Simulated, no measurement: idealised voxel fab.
Process module name: voxel gate over fins
It is cross-section cut that appears here, measuring 250 nm in width, its square cells being 5 nm in size.
If you're reading a cross-section in this doc, picture square cells in a grid; it comes to you as bands, top ones listed first down to the bottom, and a band can be one or more rows of cells. Within each band entry, the heights of the top and of the bottom of the band appear first, in that order and in nm; the materials of the band then follow from left to right, each with its corresponding width in nm. The designation "everywhere" on a single material indicates that it fills the band from edge to edge; the designation "air" indicates empty space. Below 0: as-received wafer, all one material; heights counted from there. Lowest band: no bottom, goes on down, written "z 0 and below". It should be noted that a width expressed as "30..40" varies in equal increments from row to row of cells within the band, taking the value of the first number at the top row and that of the second number at the bottom row. Take "remained unchanged" at face value: in the step it is given for, the cross-section changed in none of its cells. "Enclosed void listing" lists enclosed empty spaces (at least 8 cells, no open path upward to the top), each as width x height at distance from the left edge, in nm. Where a step's line continues beyond its settings, the continuation is a remark by the simulator itself on that step. Each step line may optionally specify "overlay nm", which for a step with a mask gives the rightward distance between the mask's planned place and where it lay, a negative value indicating the leftward direction. Note: before/after cross-section pairs follow, one process step per pair, after-side truncated at the lowest changed band, step and settings given beneath. Different runs of this module on the same starting wafer may supply the pairs; a pair continues the one above only where the "before" entry says so.

**before**
    z 20 to 10: 90 nm air | 15 nm aC | 35 nm air | 15 nm aC | 95 nm air
    z 10 to 0: 90 nm air | 15 nm SiN | 35 nm air | 15 nm SiN | 95 nm air
    z 0 and below: Si everywhere
    Enclosed void listing: none

**Step Outcome**
    z 20 to 10: 90 nm air | 15 nm aC | 35 nm air | 15 nm aC | 95 nm air
    z 10 to 0: 90 nm air | 15 nm SiN | 35 nm air | 15 nm SiN | 95 nm air
    z 0 to -25: 90 nm air | 15 nm Si | 35 nm air | 15 nm Si | 95 nm air
    Below -25 it's all the same as before, nothing changed down there.
    Enclosed void listing: none
Going from the before section above to the after section, the step was DIRECTIONAL_ETCH (etch materials Si; depth nm 25)

before: this step begins from the cross-section that the pair just above shows after its step.

**Step Outcome**
    z 10 to 0: 90 nm air | 15 nm SiN | 35 nm air | 15 nm SiN | 95 nm air
    Below 0 it's all the same as before, nothing changed down there.
    Enclosed void listing: none
Going from the before section above to the after section, the step was STRIP (etch materials aC)

before: this step begins from the cross-section that the pair just above shows after its step.

**Step Outcome**
    z 15 to 10: SiO2 everywhere
    z 10 to 0: 90 nm SiO2 | 15 nm SiN | 35 nm SiO2 | 15 nm SiN | 95 nm SiO2
    z 0 to -25: 90 nm SiO2 | 15 nm Si | 35 nm SiO2 | 15 nm Si | 95 nm SiO2
    Below -25 it's all the same as before, nothing changed down there.
    Enclosed void listing: none
Going from the before section above to the after section, the step was FILL_DEP (material SiO2; thk nm 5)

before: this step begins from the cross-section that the pair just above shows after its step.

**Step Outcome**
    z 10 to 0: 90 nm SiO2 | 15 nm SiN | 35 nm SiO2 | 15 nm SiN | 95 nm SiO2
    Below 0 it's all the same as before, nothing changed down there.
    Enclosed void listing: none
Going from the before section above to the after section, the step was CMP (height nm 10)

before: this step begins from the cross-section that the pair just above shows after its step.

**Step Outcome**
    z 10 to 0: 90 nm SiO2 | 15 nm SiN | 10 nm SiO2 | 15 nm air | 10 nm SiO2 | 15 nm SiN | 95 nm SiO2
    z 0 to -25: 90 nm SiO2 | 15 nm Si | 10 nm SiO2 | 15 nm air | 10 nm SiO2 | 15 nm Si | 95 nm SiO2
    Below -25 it's all the same as before, nothing changed down there.
    Enclosed void listing: none
Going from the before section above to the after section, the step was MASKED_ETCH (tone open; mask id RAIL; width nm 15; etch materials SiO2; depth nm 40; overlay nm 0)

before: this step begins from the cross-section that the pair just above shows after its step.

**Step Outcome**
    z 15 to 10: 120 nm TiN | 5 nm air | 125 nm TiN
    z 10 to 0: 90 nm SiO2 | 15 nm SiN | 10 nm SiO2 | 5 nm TiN | 5 nm air | 5 nm TiN | 10 nm SiO2 | 15 nm SiN | 95 nm SiO2
    z 0 to -20: 90 nm SiO2 | 15 nm Si | 10 nm SiO2 | 5 nm TiN | 5 nm air | 5 nm TiN | 10 nm SiO2 | 15 nm Si | 95 nm SiO2
    z -20 to -25: 90 nm SiO2 | 15 nm Si | 10 nm SiO2 | 15 nm TiN | 10 nm SiO2 | 15 nm Si | 95 nm SiO2
    Below -25 it's all the same as before, nothing changed down there.
    Enclosed void listing: none
Going from the before section above to the after section, the step was CONFORMAL_DEP (material TiN; thk nm 5)

before: this step begins from the cross-section that the pair just above shows after its step.

**Step Outcome**
    z 25 to 15: Ru everywhere
    z 15 to 10: 120 nm TiN | 5 nm Ru | 125 nm TiN
    z 10 to 0: 90 nm SiO2 | 15 nm SiN | 10 nm SiO2 | 5 nm TiN | 5 nm Ru | 5 nm TiN | 10 nm SiO2 | 15 nm SiN | 95 nm SiO2
    z 0 to -20: 90 nm SiO2 | 15 nm Si | 10 nm SiO2 | 5 nm TiN | 5 nm Ru | 5 nm TiN | 10 nm SiO2 | 15 nm Si | 95 nm SiO2
    Below -20 it's all the same as before, nothing changed down there.
    Enclosed void listing: none
Going from the before section above to the after section, the step was FILL_DEP (material Ru; thk nm 10)

before: this step begins from the cross-section that the pair just above shows after its step.

**Step Outcome**
    z 10 to 0: 90 nm SiO2 | 15 nm SiN | 10 nm SiO2 | 5 nm TiN | 5 nm Ru | 5 nm TiN | 10 nm SiO2 | 15 nm SiN | 95 nm SiO2
    Below 0 it's all the same as before, nothing changed down there.
    Enclosed void listing: none
Going from the before section above to the after section, the step was CMP (height nm 10)

before: this step begins from the cross-section that the pair just above shows after its step.

**Step Outcome**
    z 10 to 0: 90 nm SiO2 | 15 nm SiN | 10 nm SiO2 | 15 nm air | 10 nm SiO2 | 15 nm SiN | 95 nm SiO2
    z 0 to -25: 90 nm SiO2 | 15 nm Si | 10 nm SiO2 | 15 nm air | 10 nm SiO2 | 15 nm Si | 95 nm SiO2
    Below -25 it's all the same as before, nothing changed down there.
    Enclosed void listing: none
Going from the before section above to the after section, the step was SELECTIVE_ETCH (etch materials W Ru TiN; depth nm 35)

before: this step begins from the cross-section that the pair just above shows after its step.

**Step Outcome**
    z 15 to 10: SiO2 everywhere
    z 10 to 0: 90 nm SiO2 | 15 nm SiN | 35 nm SiO2 | 15 nm SiN | 95 nm SiO2
    z 0 to -25: 90 nm SiO2 | 15 nm Si | 35 nm SiO2 | 15 nm Si | 95 nm SiO2
    Below -25 it's all the same as before, nothing changed down there.
    Enclosed void listing: none
Going from the before section above to the after section, the step was FILL_DEP (material SiO2; thk nm 5)

**before**
    z 10 to 0: 90 nm SiO2 | 15 nm SiN | 35 nm SiO2 | 15 nm SiN | 95 nm SiO2
    z 0 to -25: 90 nm SiO2 | 15 nm Si | 35 nm SiO2 | 15 nm Si | 95 nm SiO2
    z -25 and below: Si everywhere
    Enclosed void listing: none

**Step Outcome**
    z 10 to 0: 90 nm air | 15 nm SiN | 35 nm air | 15 nm SiN | 95 nm air
    z 0 to -15: 90 nm air | 15 nm Si | 35 nm air | 15 nm Si | 95 nm air
    Below -15 it's all the same as before, nothing changed down there.
    Enclosed void listing: none
Going from the before section above to the after section, the step was SELECTIVE_ETCH (etch materials SiO2; depth nm 25)

before: this step begins from the cross-section that the pair just above shows after its step.

**Step Outcome**
    z 0 to -15: 90 nm air | 15 nm Si | 35 nm air | 15 nm Si | 95 nm air
    Below -15 it's all the same as before, nothing changed down there.
    Enclosed void listing: none
Going from the before section above to the after section, the step was STRIP (etch materials SiN)

before: this step begins from the cross-section that the pair just above shows after its step.

**Step Outcome**
    z 5 to 0: 85 nm air | 25 nm HfO2 | 25 nm air | 25 nm HfO2 | 90 nm air
    z 0 to -10: 85 nm air | 5 nm HfO2 | 15 nm Si | 5 nm HfO2 | 25 nm air | 5 nm HfO2 | 15 nm Si | 5 nm HfO2 | 90 nm air
    z -10 to -15: 90 nm HfO2 | 15 nm Si | 35 nm HfO2 | 15 nm Si | 95 nm HfO2
    Below -15 it's all the same as before, nothing changed down there.
    Enclosed void listing: none
Going from the before section above to the after section, the step was CONFORMAL_DEP (material HfO2; thk nm 5)

before: this step begins from the cross-section that the pair just above shows after its step.

**Step Outcome**
    z 10 to 5: 80 nm air | 35 nm TiN | 15 nm air | 35 nm TiN | 85 nm air
    z 5 to 0: 80 nm air | 5 nm TiN | 25 nm HfO2 | 5 nm TiN | 15 nm air | 5 nm TiN | 25 nm HfO2 | 5 nm TiN | 85 nm air
    z 0 to -5: 80 nm air | 5 nm TiN | 5 nm HfO2 | 15 nm Si | 5 nm HfO2 | 5 nm TiN | 15 nm air | 5 nm TiN | 5 nm HfO2 | 15 nm Si | 5 nm HfO2 | 5 nm TiN | 85 nm air
    z -5 to -10: 85 nm TiN | 5 nm HfO2 | 15 nm Si | 5 nm HfO2 | 25 nm TiN | 5 nm HfO2 | 15 nm Si | 5 nm HfO2 | 90 nm TiN
    Below -10 it's all the same as before, nothing changed down there.
    Enclosed void listing: none
Going from the before section above to the after section, the step was CONFORMAL_DEP (material TiN; thk nm 5)

before: this step begins from the cross-section that the pair just above shows after its step.

**Step Outcome**
    z 15 to 10: 75 nm air | 45 nm TiAl | 5 nm air | 45 nm TiAl | 80 nm air
    z 10 to 5: 75 nm air | 5 nm TiAl | 35 nm TiN | 5 nm TiAl | 5 nm air | 5 nm TiAl | 35 nm TiN | 5 nm TiAl | 80 nm air
    z 5 to 0: 75 nm air | 5 nm TiAl | 5 nm TiN | 25 nm HfO2 | 5 nm TiN | 5 nm TiAl | 5 nm air | 5 nm TiAl | 5 nm TiN | 25 nm HfO2 | 5 nm TiN | 5 nm TiAl | 80 nm air
    z 0 to -5: 80 nm TiAl | 5 nm TiN | 5 nm HfO2 | 15 nm Si | 5 nm HfO2 | 5 nm TiN | 15 nm TiAl | 5 nm TiN | 5 nm HfO2 | 15 nm Si | 5 nm HfO2 | 5 nm TiN | 85 nm TiAl
    Below -5 it's all the same as before, nothing changed down there.
    Enclosed void listing: none
Going from the before section above to the after section, the step was CONFORMAL_DEP (material TiAl; thk nm 5)

before: this step begins from the cross-section that the pair just above shows after its step.

**Step Outcome**
    z 20 to 15: 70 nm air | 105 nm TiN | 75 nm air
    z 15 to 10: 70 nm air | 5 nm TiN | 45 nm TiAl | 5 nm TiN | 45 nm TiAl | 5 nm TiN | 75 nm air
    z 10 to 5: 70 nm air | 5 nm TiN | 5 nm TiAl | 35 nm TiN | 5 nm TiAl | 5 nm TiN | 5 nm TiAl | 35 nm TiN | 5 nm TiAl | 5 nm TiN | 75 nm air
    z 5 to 0: 75 nm TiN | 5 nm TiAl | 5 nm TiN | 25 nm HfO2 | 5 nm TiN | 5 nm TiAl | 5 nm TiN | 5 nm TiAl | 5 nm TiN | 25 nm HfO2 | 5 nm TiN | 5 nm TiAl | 80 nm TiN
    Below 0 it's all the same as before, nothing changed down there.
    Enclosed void listing: none
Going from the before section above to the after section, the step was CONFORMAL_DEP (material TiN; thk nm 5)

before: this step begins from the cross-section that the pair just above shows after its step.

**Step Outcome**
    z 30 to 20: W everywhere
    z 20 to 15: 70 nm W | 105 nm TiN | 75 nm W
    z 15 to 10: 70 nm W | 5 nm TiN | 45 nm TiAl | 5 nm TiN | 45 nm TiAl | 5 nm TiN | 75 nm W
    z 10 to 5: 70 nm W | 5 nm TiN | 5 nm TiAl | 35 nm TiN | 5 nm TiAl | 5 nm TiN | 5 nm TiAl | 35 nm TiN | 5 nm TiAl | 5 nm TiN | 75 nm W
    Below 5 it's all the same as before, nothing changed down there.
    Enclosed void listing: none
Going from the before section above to the after section, the step was FILL_DEP (material W; thk nm 10)

before: this step begins from the cross-section that the pair just above shows after its step.

**Step Outcome**
    z 25 to 20: W everywhere
    Below 20 it's all the same as before, nothing changed down there.
    Enclosed void listing: none
Going from the before section above to the after section, the step was CMP (height nm 25)

before: this step begins from the cross-section that the pair just above shows after its step.

**Step Outcome**
    z 30 to 25: SiCN everywhere
    Below 25 it's all the same as before, nothing changed down there.
    Enclosed void listing: none
Going from the before section above to the after section, the step was CONFORMAL_DEP (material SiCN; thk nm 5)

**before**
    z 20 to 10: aC everywhere
    z 10 to 0: SiN everywhere
    z 0 and below: Si everywhere
    Enclosed void listing: none

**Step Outcome**
    z 45 to 20: 85 nm air | 25 nm resist | 25 nm air | 25 nm resist | 90 nm air
    Below 20 it's all the same as before, nothing changed down there.
    Enclosed void listing: none
Going from the before section above to the after section, the step was PATTERN (tone cover; mask id FINS; material resist; width nm 25; pitch nm 50; thk nm 25; overlay nm 0)

before: this step begins from the cross-section that the pair just above shows after its step.

**Step Outcome**
    z 35 to 20: 85 nm air | 25 nm resist | 25 nm air | 25 nm resist | 90 nm air
    z 20 to 10: 85 nm air | 25 nm aC | 25 nm air | 25 nm aC | 90 nm air
    Below 10 it's all the same as before, nothing changed down there.
    Enclosed void listing: none
Going from the before section above to the after section, the step was DIRECTIONAL_ETCH (etch materials aC; depth nm 10)

before: this step begins from the cross-section that the pair just above shows after its step.

**Step Outcome**
    z 20 to 10: 85 nm air | 25 nm aC | 25 nm air | 25 nm aC | 90 nm air
    Below 10 it's all the same as before, nothing changed down there.
    Enclosed void listing: none
Going from the before section above to the after section, the step was STRIP (etch materials resist)

before: this step begins from the cross-section that the pair just above shows after its step.

**Step Outcome**
    z 20 to 10: 85 nm air | 25 nm aC | 25 nm air | 25 nm aC | 90 nm air
    z 10 to 0: 85 nm air | 25 nm SiN | 25 nm air | 25 nm SiN | 90 nm air
    Below 0 it's all the same as before, nothing changed down there.
    Enclosed void listing: none
Going from the before section above to the after section, the step was DIRECTIONAL_ETCH (etch materials SiN; depth nm 10)

before: this step begins from the cross-section that the pair just above shows after its step.

**Step Outcome**
    z 20 to 10: 85 nm air | 25 nm aC | 25 nm air | 25 nm aC | 90 nm air
    z 10 to 0: 85 nm air | 25 nm SiN | 25 nm air | 25 nm SiN | 90 nm air
    z 0 to -35: 85 nm air | 25 nm Si | 25 nm air | 25 nm Si | 90 nm air
    Below -35 it's all the same as before, nothing changed down there.
    Enclosed void listing: none
Going from the before section above to the after section, the step was DIRECTIONAL_ETCH (etch materials Si; depth nm 35)

before: this step begins from the cross-section that the pair just above shows after its step.

**Step Outcome**
    z 10 to 0: 85 nm air | 25 nm SiN | 25 nm air | 25 nm SiN | 90 nm air
    Below 0 it's all the same as before, nothing changed down there.
    Enclosed void listing: none
Going from the before section above to the after section, the step was STRIP (etch materials aC)

before: this step begins from the cross-section that the pair just above shows after its step.

**Step Outcome**
    z 15 to 10: SiO2 everywhere
    z 10 to 0: 85 nm SiO2 | 25 nm SiN | 25 nm SiO2 | 25 nm SiN | 90 nm SiO2
    z 0 to -35: 85 nm SiO2 | 25 nm Si | 25 nm SiO2 | 25 nm Si | 90 nm SiO2
    Below -35 it's all the same as before, nothing changed down there.
    Enclosed void listing: none
Going from the before section above to the after section, the step was FILL_DEP (material SiO2; thk nm 5)

before: this step begins from the cross-section that the pair just above shows after its step.

**Step Outcome**
    z 10 to 0: 85 nm SiO2 | 25 nm SiN | 25 nm SiO2 | 25 nm SiN | 90 nm SiO2
    Below 0 it's all the same as before, nothing changed down there.
    Enclosed void listing: none
Going from the before section above to the after section, the step was CMP (height nm 10)

before: this step begins from the cross-section that the pair just above shows after its step.

**Step Outcome**
    z 10 to 0: 85 nm SiO2 | 25 nm SiN | 5 nm SiO2 | 15 nm air | 5 nm SiO2 | 25 nm SiN | 90 nm SiO2
    z 0 to -30: 85 nm SiO2 | 25 nm Si | 5 nm SiO2 | 15 nm air | 5 nm SiO2 | 25 nm Si | 90 nm SiO2
    Below -30 it's all the same as before, nothing changed down there.
    Enclosed void listing: none
Going from the before section above to the after section, the step was MASKED_ETCH (tone open; mask id RAIL; width nm 15; etch materials SiO2; depth nm 40; overlay nm 0)

before: this step begins from the cross-section that the pair just above shows after its step.

**Step Outcome**
    z 15 to 10: 120 nm TiN | 5 nm air | 125 nm TiN
    z 10 to 0: 85 nm SiO2 | 25 nm SiN | 5 nm SiO2 | 5 nm TiN | 5 nm air | 5 nm TiN | 5 nm SiO2 | 25 nm SiN | 90 nm SiO2
    z 0 to -25: 85 nm SiO2 | 25 nm Si | 5 nm SiO2 | 5 nm TiN | 5 nm air | 5 nm TiN | 5 nm SiO2 | 25 nm Si | 90 nm SiO2
    z -25 to -30: 85 nm SiO2 | 25 nm Si | 5 nm SiO2 | 15 nm TiN | 5 nm SiO2 | 25 nm Si | 90 nm SiO2
    Below -30 it's all the same as before, nothing changed down there.
    Enclosed void listing: none
Going from the before section above to the after section, the step was CONFORMAL_DEP (material TiN; thk nm 5)

before: this step begins from the cross-section that the pair just above shows after its step.

**Step Outcome**
    z 25 to 15: Ru everywhere
    z 15 to 10: 120 nm TiN | 5 nm Ru | 125 nm TiN
    z 10 to 0: 85 nm SiO2 | 25 nm SiN | 5 nm SiO2 | 5 nm TiN | 5 nm Ru | 5 nm TiN | 5 nm SiO2 | 25 nm SiN | 90 nm SiO2
    z 0 to -25: 85 nm SiO2 | 25 nm Si | 5 nm SiO2 | 5 nm TiN | 5 nm Ru | 5 nm TiN | 5 nm SiO2 | 25 nm Si | 90 nm SiO2
    Below -25 it's all the same as before, nothing changed down there.
    Enclosed void listing: none
Going from the before section above to the after section, the step was FILL_DEP (material Ru; thk nm 10)

before: this step begins from the cross-section that the pair just above shows after its step.

**Step Outcome**
    z 10 to 0: 85 nm SiO2 | 25 nm SiN | 5 nm SiO2 | 5 nm TiN | 5 nm Ru | 5 nm TiN | 5 nm SiO2 | 25 nm SiN | 90 nm SiO2
    Below 0 it's all the same as before, nothing changed down there.
    Enclosed void listing: none
Going from the before section above to the after section, the step was CMP (height nm 10)

before: this step begins from the cross-section that the pair just above shows after its step.

**Step Outcome**
    z 10 to 0: 85 nm SiO2 | 25 nm SiN | 5 nm SiO2 | 15 nm air | 5 nm SiO2 | 25 nm SiN | 90 nm SiO2
    z 0 to -25: 85 nm SiO2 | 25 nm Si | 5 nm SiO2 | 15 nm air | 5 nm SiO2 | 25 nm Si | 90 nm SiO2
    Below -25 it's all the same as before, nothing changed down there.
    Enclosed void listing: none
Going from the before section above to the after section, the step was SELECTIVE_ETCH (etch materials W Ru TiN; depth nm 35)

before: this step begins from the cross-section that the pair just above shows after its step.

**Step Outcome**
    z 15 to 10: SiO2 everywhere
    z 10 to 0: 85 nm SiO2 | 25 nm SiN | 25 nm SiO2 | 25 nm SiN | 90 nm SiO2
    z 0 to -25: 85 nm SiO2 | 25 nm Si | 25 nm SiO2 | 25 nm Si | 90 nm SiO2
    Below -25 it's all the same as before, nothing changed down there.
    Enclosed void listing: none
Going from the before section above to the after section, the step was FILL_DEP (material SiO2; thk nm 5)

before: this step begins from the cross-section that the pair just above shows after its step.

**Step Outcome**
    z 10 to 0: 85 nm SiO2 | 25 nm SiN | 25 nm SiO2 | 25 nm SiN | 90 nm SiO2
    Below 0 it's all the same as before, nothing changed down there.
    Enclosed void listing: none
Going from the before section above to the after section, the step was CMP (height nm 10)

before: this step begins from the cross-section that the pair just above shows after its step.

**Step Outcome**
    z 10 to 0: 85 nm air | 25 nm SiN | 25 nm air | 25 nm SiN | 90 nm air
    z 0 to -15: 85 nm air | 25 nm Si | 25 nm air | 25 nm Si | 90 nm air
    Below -15 it's all the same as before, nothing changed down there.
    Enclosed void listing: none
Going from the before section above to the after section, the step was SELECTIVE_ETCH (etch materials SiO2; depth nm 25)

before: this step begins from the cross-section that the pair just above shows after its step.

**Step Outcome**
    z 0 to -15: 85 nm air | 25 nm Si | 25 nm air | 25 nm Si | 90 nm air
    Below -15 it's all the same as before, nothing changed down there.
    Enclosed void listing: none
Going from the before section above to the after section, the step was STRIP (etch materials SiN)

before: this step begins from the cross-section that the pair just above shows after its step.

**Step Outcome**
    z 5 to 0: 80 nm air | 35 nm HfO2 | 15 nm air | 35 nm HfO2 | 85 nm air
    z 0 to -10: 80 nm air | 5 nm HfO2 | 25 nm Si | 5 nm HfO2 | 15 nm air | 5 nm HfO2 | 25 nm Si | 5 nm HfO2 | 85 nm air
    z -10 to -15: 85 nm HfO2 | 25 nm Si | 25 nm HfO2 | 25 nm Si | 90 nm HfO2
    Below -15 it's all the same as before, nothing changed down there.
    Enclosed void listing: none
Going from the before section above to the after section, the step was CONFORMAL_DEP (material HfO2; thk nm 5)

before: this step begins from the cross-section that the pair just above shows after its step.

**Step Outcome**
    z 10 to 5: 75 nm air | 45 nm TiN | 5 nm air | 45 nm TiN | 80 nm air
    z 5 to 0: 75 nm air | 5 nm TiN | 35 nm HfO2 | 5 nm TiN | 5 nm air | 5 nm TiN | 35 nm HfO2 | 5 nm TiN | 80 nm air
    z 0 to -5: 75 nm air | 5 nm TiN | 5 nm HfO2 | 25 nm Si | 5 nm HfO2 | 5 nm TiN | 5 nm air | 5 nm TiN | 5 nm HfO2 | 25 nm Si | 5 nm HfO2 | 5 nm TiN | 80 nm air
    z -5 to -10: 80 nm TiN | 5 nm HfO2 | 25 nm Si | 5 nm HfO2 | 15 nm TiN | 5 nm HfO2 | 25 nm Si | 5 nm HfO2 | 85 nm TiN
    Below -10 it's all the same as before, nothing changed down there.
    Enclosed void listing: none
Going from the before section above to the after section, the step was CONFORMAL_DEP (material TiN; thk nm 5)

before: this step begins from the cross-section that the pair just above shows after its step.

**Step Outcome**
    z 15 to 10: 70 nm air | 105 nm TiAl | 75 nm air
    z 10 to 5: 70 nm air | 5 nm TiAl | 45 nm TiN | 5 nm TiAl | 45 nm TiN | 5 nm TiAl | 75 nm air
    z 5 to 0: 70 nm air | 5 nm TiAl | 5 nm TiN | 35 nm HfO2 | 5 nm TiN | 5 nm TiAl | 5 nm TiN | 35 nm HfO2 | 5 nm TiN | 5 nm TiAl | 75 nm air
    z 0 to -5: 75 nm TiAl | 5 nm TiN | 5 nm HfO2 | 25 nm Si | 5 nm HfO2 | 5 nm TiN | 5 nm TiAl | 5 nm TiN | 5 nm HfO2 | 25 nm Si | 5 nm HfO2 | 5 nm TiN | 80 nm TiAl
    Below -5 it's all the same as before, nothing changed down there.
    Enclosed void listing: none
Going from the before section above to the after section, the step was CONFORMAL_DEP (material TiAl; thk nm 5)

before: this step begins from the cross-section that the pair just above shows after its step.

**Step Outcome**
    z 20 to 15: 65 nm air | 115 nm TiN | 70 nm air
    z 15 to 10: 65 nm air | 5 nm TiN | 105 nm TiAl | 5 nm TiN | 70 nm air
    z 10 to 5: 65 nm air | 5 nm TiN | 5 nm TiAl | 45 nm TiN | 5 nm TiAl | 45 nm TiN | 5 nm TiAl | 5 nm TiN | 70 nm air
    z 5 to 0: 70 nm TiN | 5 nm TiAl | 5 nm TiN | 35 nm HfO2 | 5 nm TiN | 5 nm TiAl | 5 nm TiN | 35 nm HfO2 | 5 nm TiN | 5 nm TiAl | 75 nm TiN
    Below 0 it's all the same as before, nothing changed down there.
    Enclosed void listing: none
Going from the before section above to the after section, the step was CONFORMAL_DEP (material TiN; thk nm 5)

before: this step begins from the cross-section that the pair just above shows after its step.

**Step Outcome**
    z 30 to 20: W everywhere
    z 20 to 15: 65 nm W | 115 nm TiN | 70 nm W
    z 15 to 10: 65 nm W | 5 nm TiN | 105 nm TiAl | 5 nm TiN | 70 nm W
    z 10 to 5: 65 nm W | 5 nm TiN | 5 nm TiAl | 45 nm TiN | 5 nm TiAl | 45 nm TiN | 5 nm TiAl | 5 nm TiN | 70 nm W
    Below 5 it's all the same as before, nothing changed down there.
    Enclosed void listing: none
Going from the before section above to the after section, the step was FILL_DEP (material W; thk nm 10)

before: this step begins from the cross-section that the pair just above shows after its step.

**Step Outcome**
    z 25 to 20: W everywhere
    Below 20 it's all the same as before, nothing changed down there.
    Enclosed void listing: none
Going from the before section above to the after section, the step was CMP (height nm 25)

before: this step begins from the cross-section that the pair just above shows after its step.

**Step Outcome**
    z 30 to 25: SiCN everywhere
    Below 25 it's all the same as before, nothing changed down there.
    Enclosed void listing: none
Going from the before section above to the after section, the step was CONFORMAL_DEP (material SiCN; thk nm 5)

**before**
    z 20 to 10: aC everywhere
    z 10 to 0: SiN everywhere
    z 0 and below: Si everywhere
    Enclosed void listing: none

**Step Outcome**
    z 45 to 20: 100 nm air | 15 nm resist | 35 nm air | 15 nm resist | 85 nm air
    Below 20 it's all the same as before, nothing changed down there.
    Enclosed void listing: none
Going from the before section above to the after section, the step was PATTERN (tone cover; mask id FINS; material resist; width nm 15; pitch nm 50; thk nm 25; overlay nm 10)

before: this step begins from the cross-section that the pair just above shows after its step.

**Step Outcome**
    z 35 to 20: 100 nm air | 15 nm resist | 35 nm air | 15 nm resist | 85 nm air
    z 20 to 10: 100 nm air | 15 nm aC | 35 nm air | 15 nm aC | 85 nm air
    Below 10 it's all the same as before, nothing changed down there.
    Enclosed void listing: none
Going from the before section above to the after section, the step was DIRECTIONAL_ETCH (etch materials aC; depth nm 10)

before: this step begins from the cross-section that the pair just above shows after its step.

**Step Outcome**
    z 20 to 10: 100 nm air | 15 nm aC | 35 nm air | 15 nm aC | 85 nm air
    Below 10 it's all the same as before, nothing changed down there.
    Enclosed void listing: none
Going from the before section above to the after section, the step was STRIP (etch materials resist)

before: this step begins from the cross-section that the pair just above shows after its step.

**Step Outcome**
    z 20 to 10: 100 nm air | 15 nm aC | 35 nm air | 15 nm aC | 85 nm air
    z 10 to 0: 100 nm air | 15 nm SiN | 35 nm air | 15 nm SiN | 85 nm air
    Below 0 it's all the same as before, nothing changed down there.
    Enclosed void listing: none
Going from the before section above to the after section, the step was DIRECTIONAL_ETCH (etch materials SiN; depth nm 10)

before: this step begins from the cross-section that the pair just above shows after its step.

**Step Outcome**
    z 20 to 10: 100 nm air | 15 nm aC | 35 nm air | 15 nm aC | 85 nm air
    z 10 to 0: 100 nm air | 15 nm SiN | 35 nm air | 15 nm SiN | 85 nm air
    z 0 to -35: 100 nm air | 15 nm Si | 35 nm air | 15 nm Si | 85 nm air
    Below -35 it's all the same as before, nothing changed down there.
    Enclosed void listing: none
Going from the before section above to the after section, the step was DIRECTIONAL_ETCH (etch materials Si; depth nm 35)

before: this step begins from the cross-section that the pair just above shows after its step.

**Step Outcome**
    z 10 to 0: 100 nm air | 15 nm SiN | 35 nm air | 15 nm SiN | 85 nm air
    Below 0 it's all the same as before, nothing changed down there.
    Enclosed void listing: none
Going from the before section above to the after section, the step was STRIP (etch materials aC)

before: this step begins from the cross-section that the pair just above shows after its step.

**Step Outcome**
    z 15 to 10: SiO2 everywhere
    z 10 to 0: 100 nm SiO2 | 15 nm SiN | 35 nm SiO2 | 15 nm SiN | 85 nm SiO2
    z 0 to -35: 100 nm SiO2 | 15 nm Si | 35 nm SiO2 | 15 nm Si | 85 nm SiO2
    Below -35 it's all the same as before, nothing changed down there.
    Enclosed void listing: none
Going from the before section above to the after section, the step was FILL_DEP (material SiO2; thk nm 5)

before: this step begins from the cross-section that the pair just above shows after its step.

**Step Outcome**
    z 10 to 0: 100 nm SiO2 | 15 nm SiN | 35 nm SiO2 | 15 nm SiN | 85 nm SiO2
    Below 0 it's all the same as before, nothing changed down there.
    Enclosed void listing: none
Going from the before section above to the after section, the step was CMP (height nm 10)

before: this step begins from the cross-section that the pair just above shows after its step.

**Step Outcome**
    z 10 to 0: 100 nm SiO2 | 15 nm SiN | 15 nm air | 20 nm SiO2 | 15 nm SiN | 85 nm SiO2
    z 0 to -30: 100 nm SiO2 | 15 nm Si | 15 nm air | 20 nm SiO2 | 15 nm Si | 85 nm SiO2
    Below -30 it's all the same as before, nothing changed down there.
    Enclosed void listing: none
Going from the before section above to the after section, the step was MASKED_ETCH (tone open; mask id RAIL; width nm 15; etch materials SiO2; depth nm 40; overlay nm 0)

before: this step begins from the cross-section that the pair just above shows after its step.

**Step Outcome**
    z 15 to 10: 120 nm TiN | 5 nm air | 125 nm TiN
    z 10 to 0: 100 nm SiO2 | 15 nm SiN | 5 nm TiN | 5 nm air | 5 nm TiN | 20 nm SiO2 | 15 nm SiN | 85 nm SiO2
    z 0 to -25: 100 nm SiO2 | 15 nm Si | 5 nm TiN | 5 nm air | 5 nm TiN | 20 nm SiO2 | 15 nm Si | 85 nm SiO2
    z -25 to -30: 100 nm SiO2 | 15 nm Si | 15 nm TiN | 20 nm SiO2 | 15 nm Si | 85 nm SiO2
    Below -30 it's all the same as before, nothing changed down there.
    Enclosed void listing: none
Going from the before section above to the after section, the step was CONFORMAL_DEP (material TiN; thk nm 5)

before: this step begins from the cross-section that the pair just above shows after its step.

**Step Outcome**
    z 25 to 15: Ru everywhere
    z 15 to 10: 120 nm TiN | 5 nm Ru | 125 nm TiN
    z 10 to 0: 100 nm SiO2 | 15 nm SiN | 5 nm TiN | 5 nm Ru | 5 nm TiN | 20 nm SiO2 | 15 nm SiN | 85 nm SiO2
    z 0 to -25: 100 nm SiO2 | 15 nm Si | 5 nm TiN | 5 nm Ru | 5 nm TiN | 20 nm SiO2 | 15 nm Si | 85 nm SiO2
    Below -25 it's all the same as before, nothing changed down there.
    Enclosed void listing: none
Going from the before section above to the after section, the step was FILL_DEP (material Ru; thk nm 10)

before: this step begins from the cross-section that the pair just above shows after its step.

**Step Outcome**
    z 10 to 0: 100 nm SiO2 | 15 nm SiN | 5 nm TiN | 5 nm Ru | 5 nm TiN | 20 nm SiO2 | 15 nm SiN | 85 nm SiO2
    Below 0 it's all the same as before, nothing changed down there.
    Enclosed void listing: none
Going from the before section above to the after section, the step was CMP (height nm 10)

before: this step begins from the cross-section that the pair just above shows after its step.

**Step Outcome**
    z 10 to 0: 100 nm SiO2 | 15 nm SiN | 15 nm air | 20 nm SiO2 | 15 nm SiN | 85 nm SiO2
    z 0 to -25: 100 nm SiO2 | 15 nm Si | 15 nm air | 20 nm SiO2 | 15 nm Si | 85 nm SiO2
    Below -25 it's all the same as before, nothing changed down there.
    Enclosed void listing: none
Going from the before section above to the after section, the step was SELECTIVE_ETCH (etch materials W Ru TiN; depth nm 35)

before: this step begins from the cross-section that the pair just above shows after its step.

**Step Outcome**
    z 15 to 10: SiO2 everywhere
    z 10 to 0: 100 nm SiO2 | 15 nm SiN | 35 nm SiO2 | 15 nm SiN | 85 nm SiO2
    z 0 to -25: 100 nm SiO2 | 15 nm Si | 35 nm SiO2 | 15 nm Si | 85 nm SiO2
    Below -25 it's all the same as before, nothing changed down there.
    Enclosed void listing: none
Going from the before section above to the after section, the step was FILL_DEP (material SiO2; thk nm 5)
